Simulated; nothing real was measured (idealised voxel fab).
Proc. module: voxel trench capacitor
It is cross-section cut that appears here, measuring 285 nm in width, its square cells being 5 nm in size.
Square cells in a grid make up a cross-section in this document, and the grid is given as bands, listed from the top down, each one or more rows of cells. Band entry format. Leading values: height of top, height of bottom, nm. Remainder: materials in left-to-right order, each with its width in nm. Special words: "full width" on a single material, which then fills the band edge to edge; "empty", empty space. Zero point of the height axis is 0; under it, received wafer = one material. Lowest band: continues down indefinitely, "0..down". A two-number width, for instance "30 to 40", indicates that the width is equal to the first number in the top row of the band and to the second number in the bottom row, and that it changes by a constant amount per row of cells. "remained unchanged" after a step means that no cell of the cross-section changed. Look at "Trapped void list" for the closed voids: empty spaces with no open path to the top, sized 8 cells or up. Each is width x height at distance, distance from the left edge, all nm. The remark found on a step's line after its settings is issued by the simulator itself and pertains to that step. overlay nm: step with mask; distance mask lay right of planned place; negative value = left of planned place.
# Steps in the process plan
1 RECEIVE [material Si]
2 CONFORMAL_DEP [material SiN] [thk nm 5]
3 MASKED_ETCH [tone open] [mask id TRENCH] [width nm 20] [pitch nm 45] [etch materials SiN] [depth nm 5] [overlay nm 0]
4 MASKED_ETCH [tone open] [mask id TRENCH] [width nm 20] [pitch nm 45] [etch materials Si] [depth nm 25] [overlay nm 0]
5 CONFORMAL_DEP [material SiO2] [thk nm 5]
6 FILL_DEP [material polySi] [thk nm 5]
7 CMP [height nm 5]
# Below: the first of two wafers, run as planned
# as received, after step 1
- 0..down  Si full width
- Trapped void list: none
# Once step 2 is through, the wafer looks like this in cross-section
- 5..0  SiN full width
- Below 0, no change.
# Once step 3 is through, the wafer looks like this in cross-section
- 5..0  SiN (85), empty (20), SiN (25), empty (20), SiN (25), empty (20), SiN (90)
- Below 0, no change.
# Once step 4 is through, the wafer looks like this in cross-section
- 5..0  SiN (85), empty (20), SiN (25), empty (20), SiN (25), empty (20), SiN (90)
- 0..-25  Si (85), empty (20), Si (25), empty (20), Si (25), empty (20), Si (90)
- Below -25, no change.
# Once step 5 is through, the wafer looks like this in cross-section
- 10..5  SiO2 (90), empty (10), SiO2 (35), empty (10), SiO2 (35), empty (10), SiO2 (95)
- 5..0  SiN (85), SiO2 (5), empty (10), SiO2 (5), SiN (25), SiO2 (5), empty (10), SiO2 (5), SiN (25), SiO2 (5), empty (10), SiO2 (5), SiN (90)
- 0..-20  Si (85), SiO2 (5), empty (10), SiO2 (5), Si (25), SiO2 (5), empty (10), SiO2 (5), Si (25), SiO2 (5), empty (10), SiO2 (5), Si (90)
- -20..-25  Si (85), SiO2 (20), Si (25), SiO2 (20), Si (25), SiO2 (20), Si (90)
- Below -25, no change.
# Once step 6 is through, the wafer looks like this in cross-section
- 15..10  polySi full width
- 10..5  SiO2 (90), polySi (10), SiO2 (35), polySi (10), SiO2 (35), polySi (10), SiO2 (95)
- 5..0  SiN (85), SiO2 (5), polySi (10), SiO2 (5), SiN (25), SiO2 (5), polySi (10), SiO2 (5), SiN (25), SiO2 (5), polySi (10), SiO2 (5), SiN (90)
- 0..-20  Si (85), SiO2 (5), polySi (10), SiO2 (5), Si (25), SiO2 (5), polySi (10), SiO2 (5), Si (25), SiO2 (5), polySi (10), SiO2 (5), Si (90)
- Below -20, no change.
# Once step 7 is through, the wafer looks like this in cross-section
- 5..0  SiN (85), SiO2 (5), polySi (10), SiO2 (5), SiN (25), SiO2 (5), polySi (10), SiO2 (5), SiN (25), SiO2 (5), polySi (10), SiO2 (5), SiN (90)
- Below 0, no change.
# The remaining wafer, second of the two, started like the first and was run to the same plan, except that one mistake was made along the way; the two coincide through step 3, inclusive
# What the second wafer looks like in cross-section when step 4 should have wrapped up
- 5..0  SiN (85), empty (20), SiN (25), empty (20), SiN (25), empty (20), SiN (90)
- 0..-35  Si (85), empty (20), Si (25), empty (20), Si (25), empty (20), Si (90)
- Below -35, no change.
# What the second wafer looks like in cross-section when step 5 should have wrapped up
- 10..5  SiO2 (90), empty (10), SiO2 (35), empty (10), SiO2 (35), empty (10), SiO2 (95)
- 5..0  SiN (85), SiO2 (5), empty (10), SiO2 (5), SiN (25), SiO2 (5), empty (10), SiO2 (5), SiN (25), SiO2 (5), empty (10), SiO2 (5), SiN (90)
- 0..-30  Si (85), SiO2 (5), empty (10), SiO2 (5), Si (25), SiO2 (5), empty (10), SiO2 (5), Si (25), SiO2 (5), empty (10), SiO2 (5), Si (90)
- -30..-35  Si (85), SiO2 (20), Si (25), SiO2 (20), Si (25), SiO2 (20), Si (90)
- Below -35, no change.
# What the second wafer looks like in cross-section when step 6 should have wrapped up
- 15..10  polySi full width
- 10..5  SiO2 (90), polySi (10), SiO2 (35), polySi (10), SiO2 (35), polySi (10), SiO2 (95)
- 5..0  SiN (85), SiO2 (5), polySi (10), SiO2 (5), SiN (25), SiO2 (5), polySi (10), SiO2 (5), SiN (25), SiO2 (5), polySi (10), SiO2 (5), SiN (90)
- 0..-30  Si (85), SiO2 (5), polySi (10), SiO2 (5), Si (25), SiO2 (5), polySi (10), SiO2 (5), Si (25), SiO2 (5), polySi (10), SiO2 (5), Si (90)
- Below -30, no change.
# What the second wafer looks like in cross-section when step 7 should have wrapped up
- 5..0  SiN (85), SiO2 (5), polySi (10), SiO2 (5), SiN (25), SiO2 (5), polySi (10), SiO2 (5), SiN (25), SiO2 (5), polySi (10), SiO2 (5), SiN (90)
- Below 0, no change.
Deviation noted in wafer processing: step 4 did not use the planned setting and instead ran as MASKED_ETCH [tone open] [mask id TRENCH] [width nm 20] [pitch nm 45] [etch materials Si] [depth nm 35] [overlay nm 0]
Per the end-of-run cell counts, the second wafer holds more or fewer of some materials than the first: Si: 24 fewer; SiO2: 12 more; polySi: 12 more
